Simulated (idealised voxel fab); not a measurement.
Process module heading - voxel released beams
Square cell edge 5 nm, section width 245 nm, ID cut.
Cross-sections here: square-cell grids, written as top-down lists of bands, a band being one or more rows of cells.
It is stipulated that each band's entry specify, in nanometres, the height of the top of the band and then that of its bottom, followed by the materials of the band in left-to-right sequence, each together with its width in nanometres. A single material marked by the word "throughout" is understood to fill the band from edge to edge; the word "air" is understood to denote empty space.
The reference from which all heights are counted is 0, the level beneath which the as-received wafer is entirely one material; the lowest band, having no lower bound, proceeds downward and is written after the example "0..down".
The expression "30 to 40" gives the width at the extremes of the band, the first number at its top row of cells and the second at its bottom row, with the width changing by equal amounts from each row to the next in between.
Step note "no modifications" = no cross-section cell changed.
Each empty space that has no open way to the top and spans at least 8 cells appears under "Tabulated closed voids" as width x height at distance, the distance counted from the left edge, all in nm.
Past the settings on a step's line: simulator remark, on that step.
"overlay nm", when on a step's line for a step with a mask, measures how far to the right of its planned place the mask lay; a negative measure means to the left.
Intended process steps
1 op RECEIVE | material Si
2 op CONFORMAL_DEP | material Al2O3 | thk nm 5
3 op DIRECTIONAL_DEP | material SiO2 | thk nm 10
4 op PATTERN | tone open | mask id ANCHOR | material resist | width nm 25 | thk nm 20 | overlay nm 0
5 op DIRECTIONAL_ETCH | etch materials SiO2 | depth nm 10
6 op STRIP | etch materials resist
7 op CONFORMAL_DEP | material SiN | thk nm 10
8 op MASKED_ETCH | tone cover | mask id BEAM | width nm 105 | etch materials SiN | depth nm 10 | overlay nm 0
9 op STRIP | etch materials SiO2
As received (post step 1): cross-section
0..down  Si throughout
Tabulated closed voids: none
Cross-sectional result after module completion. Note: starting condition and plan are unchanged from above; one processing mistake was made
20..10  65 of air, then 15 of SiN, then 5 of air, then 85 of SiN, then 75 of air
10..0  70 of air, then 25 of SiN, then 150 of air
0..down  Si throughout
Tabulated closed voids: none
Which mistake was made when the wafer was run? execution of step 2 of the plan did not take place, the step having been omitted
